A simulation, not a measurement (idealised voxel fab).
Process module, titled voxel transistor to metal
Pictured: cross-section cut, 190 nm wide, on a grid of 5 nm square cells.
In this document a cross-section is written as a grid of square cells. It is given as a series of bands, listed from the top down, and a band is one or more rows of cells.
Per band: top height and bottom height in nm, followed by the left-to-right materials and their widths in nm; "everywhere" marks a single material spanning edge to edge, "empty" marks empty space.
Where do heights start? At 0: under that level the wafer as delivered is made of one material only. And the lowest band has no floor; it just carries on downward, as in "z 0 and below".
Quick explanation for "30 to 40": the width changes in equal steps down the rows of cells, from the first number in the band's top row to the second number in its bottom row.
Key: "all unchanged" - step with no changed cell in the cross-section.
This entry, "Trapped void list", enumerates those empty regions of no fewer than 8 cells that possess no open connection to the top. Each region is reported in the form width x height at distance, the distance being taken from the left edge, with all three quantities expressed in nm.
On each step's line, the part that comes after the settings is the simulator's own comment on the step.
A step's line can hold "overlay nm"; with a mask on that step, the setting says how far right of the planned place the mask lay, while a negative setting says it lay to the left.

## Process steps - plan
1: RECEIVE: material Si
2: CONFORMAL_DEP: material SiO2, thk nm 5
3: CONFORMAL_DEP: material SiN, thk nm 15
4: MASKED_ETCH: tone cover, mask id ACTIVE, width nm 115, etch materials SiN, depth nm 15, overlay nm 0
5: MASKED_ETCH: tone cover, mask id ACTIVE, width nm 115, etch materials SiO2, depth nm 5, overlay nm 0
6: MASKED_ETCH: tone cover, mask id ACTIVE, width nm 115, etch materials Si, depth nm 20, overlay nm 0
7: FILL_DEP: material SiO2, thk nm 5
8: CMP: height nm 20
9: SELECTIVE_ETCH: etch materials SiO2, depth nm 10
10: STRIP: etch materials SiN
11: SELECTIVE_ETCH: etch materials SiO2, depth nm 5
12: OXIDIZE: depth nm 5
13: DIRECTIONAL_DEP: material polySi, thk nm 30
14: DIRECTIONAL_DEP: material SiCN, thk nm 15
15: DIRECTIONAL_DEP: material aC, thk nm 10
16: PATTERN: tone cover, mask id GATE, material resist, width nm 25, thk nm 25, overlay nm 0
17: DIRECTIONAL_ETCH: etch materials aC, depth nm 10
18: STRIP: etch materials resist
19: DIRECTIONAL_ETCH: etch materials SiCN, depth nm 25
20: DIRECTIONAL_ETCH: etch materials polySi, depth nm 40
21: STRIP: etch materials aC
22: CONFORMAL_DEP: material SiN, thk nm 5
23: DIRECTIONAL_ETCH: etch materials SiN, depth nm 5
24: DIRECTIONAL_ETCH: etch materials SiO2, depth nm 5
25: DIRECTIONAL_ETCH: etch materials Si, depth nm 5
26: EPI: material nSi, thk nm 5
27: FILL_DEP: material SiO2, thk nm 5
28: CMP: height nm 30
29: STRIP: etch materials polySi
30: SELECTIVE_ETCH: etch materials SiO2, depth nm 5
31: CONFORMAL_DEP: material HfO2, thk nm 5
32: CONFORMAL_DEP: material TiN, thk nm 5
33: FILL_DEP: material W, thk nm 5
34: CMP: height nm 25
35: DIRECTIONAL_DEP: material SiO2, thk nm 10
36: DIRECTIONAL_DEP: material aC, thk nm 15
37: PATTERN: tone open, mask id CONTACT, material resist, width nm 20, pitch nm 85, thk nm 35, overlay nm 0
38: DIRECTIONAL_ETCH: etch materials aC, depth nm 15
39: STRIP: etch materials resist
40: DIRECTIONAL_ETCH: etch materials SiO2, depth nm 40
41: STRIP: etch materials aC
42: CONFORMAL_DEP: material TiN, thk nm 5
43: FILL_DEP: material W, thk nm 5
44: CMP: height nm 35
45: DIRECTIONAL_DEP: material TiN, thk nm 5
46: DIRECTIONAL_DEP: material Ru, thk nm 25
47: PATTERN: tone cover, mask id METAL_1, material resist, width nm 20, pitch nm 85, thk nm 20, overlay nm 0
48: DIRECTIONAL_ETCH: etch materials Ru, depth nm 25
49: DIRECTIONAL_ETCH: etch materials TiN, depth nm 5
50: STRIP: etch materials resist
51: FILL_DEP: material lowk, thk nm 5
52: CMP: height nm 65
53: CONFORMAL_DEP: material SiCN, thk nm 5
54: DIRECTIONAL_DEP: material SiO2, thk nm 30
55: DIRECTIONAL_DEP: material aC, thk nm 15
56: PATTERN: tone open, mask id METAL_2, material resist, width nm 20, pitch nm 85, thk nm 30, overlay nm 0
57: DIRECTIONAL_ETCH: etch materials aC, depth nm 15
58: STRIP: etch materials resist
59: DIRECTIONAL_ETCH: etch materials SiO2, depth nm 15
60: STRIP: etch materials aC
61: DIRECTIONAL_DEP: material aC, thk nm 15
62: PATTERN: tone open, mask id METAL_2_HOLES, material resist, width nm 15, pitch nm 85, thk nm 35, overlay nm 0
63: DIRECTIONAL_ETCH: etch materials aC, depth nm 15
64: STRIP: etch materials resist
65: DIRECTIONAL_ETCH: etch materials SiO2, depth nm 15
66: DIRECTIONAL_ETCH: etch materials SiCN, depth nm 5
67: STRIP: etch materials aC
68: CONFORMAL_DEP: material TiN, thk nm 5
69: FILL_DEP: material Cu, thk nm 5
70: CMP: height nm 100
71: CONFORMAL_DEP: material SiCN, thk nm 5

## Cross-section: wafer on arrival = after step 1
> z 0 and below  Si everywhere
> Trapped void list: none

## First wafer of two, sectioned at end of module; run went per plan
> z 105 to 100  SiCN everywhere
> z 100 to 90  SiO2: 40, TiN: 5, Cu: 10, TiN: 5, SiO2: 65, TiN: 5, Cu: 10, TiN: 5, SiO2: 45
> z 90 to 85  SiO2: 40, TiN: 5, Cu: 5, TiN: 10, SiO2: 65, TiN: 5, Cu: 5, TiN: 10, SiO2: 45
> z 85 to 70  SiO2: 40, TiN: 5, Cu: 5, TiN: 5, SiO2: 70, TiN: 5, Cu: 5, TiN: 5, SiO2: 50
> z 70 to 65  SiCN: 40, TiN: 15, SiCN: 70, TiN: 15, SiCN: 50
> z 65 to 40  lowk: 40, Ru: 20, lowk: 65, Ru: 20, lowk: 45
> z 40 to 35  lowk: 40, TiN: 20, lowk: 65, TiN: 20, lowk: 45
> z 35 to 25  SiO2: 40, TiN: 5, W: 10, TiN: 5, SiO2: 65, TiN: 5, W: 10, TiN: 5, SiO2: 45
> z 25 to 5  SiO2: 40, TiN: 5, W: 10, TiN: 5, SiO2: 15, SiN: 5, HfO2: 5, TiN: 5, W: 5, TiN: 5, HfO2: 5, SiN: 5, SiO2: 15, TiN: 5, W: 10, TiN: 5, SiO2: 45
> z 5 to 0  SiO2: 30, SiN: 5, SiO2: 5, TiN: 5, W: 10, TiN: 5, SiO2: 15, SiN: 5, HfO2: 5, TiN: 15, HfO2: 5, SiN: 5, SiO2: 15, TiN: 5, W: 10, TiN: 5, SiO2: 5, SiN: 5, SiO2: 35
> z 0 to -5  SiO2: 40, TiN: 20, SiO2: 10, nSi: 5, HfO2: 35, nSi: 5, SiO2: 10, TiN: 20, SiO2: 45
> z -5 to -10  SiO2: 35, nSi: 40, Si: 35, nSi: 40, SiO2: 40
> z -10 to -20  SiO2: 35, Si: 115, SiO2: 40
> z -20 and below  Si everywhere
> Trapped void list: none

## Wafer two, sectioned after the module: the first wafer's start, the first wafer's plan, and one mistake in how it was run
> z 105 to 100  SiCN everywhere
> z 100 to 90  SiO2: 40, TiN: 5, Cu: 10, TiN: 5, SiO2: 65, TiN: 5, Cu: 10, TiN: 5, SiO2: 45
> z 90 to 85  SiO2: 40, TiN: 5, Cu: 5, TiN: 10, SiO2: 65, TiN: 5, Cu: 5, TiN: 10, SiO2: 45
> z 85 to 70  SiO2: 40, TiN: 5, Cu: 5, TiN: 5, SiO2: 70, TiN: 5, Cu: 5, TiN: 5, SiO2: 50
> z 70 to 65  SiCN: 40, TiN: 15, SiCN: 70, TiN: 15, SiCN: 50
> z 65 to 40  lowk: 40, Ru: 20, lowk: 65, Ru: 20, lowk: 45
> z 40 to 35  lowk: 40, TiN: 20, lowk: 65, TiN: 20, lowk: 45
> z 35 to 25  SiO2: 40, TiN: 5, W: 10, TiN: 5, SiO2: 65, TiN: 5, W: 10, TiN: 5, SiO2: 45
> z 25 to 5  SiO2: 40, TiN: 5, W: 10, TiN: 5, SiO2: 15, SiN: 5, TiN: 5, W: 15, TiN: 5, SiN: 5, SiO2: 15, TiN: 5, W: 10, TiN: 5, SiO2: 45
> z 5 to 0  SiO2: 30, SiN: 5, SiO2: 5, TiN: 5, W: 10, TiN: 5, SiO2: 15, SiN: 5, TiN: 5, W: 15, TiN: 5, SiN: 5, SiO2: 15, TiN: 5, W: 10, TiN: 5, SiO2: 5, SiN: 5, SiO2: 35
> z 0 to -5  SiO2: 40, TiN: 20, SiO2: 10, nSi: 5, TiN: 35, nSi: 5, SiO2: 10, TiN: 20, SiO2: 45
> z -5 to -10  SiO2: 35, nSi: 40, Si: 35, nSi: 40, SiO2: 40
> z -10 to -20  SiO2: 35, Si: 115, SiO2: 40
> z -20 and below  Si everywhere
> Trapped void list: none
The plan and the run diverged here: plan step 31 was not performed, having been skipped
Wrapping up, a cell-based count of both wafers puts the second over or under the first for these materials: HfO2 -17, TiN +6, W +11
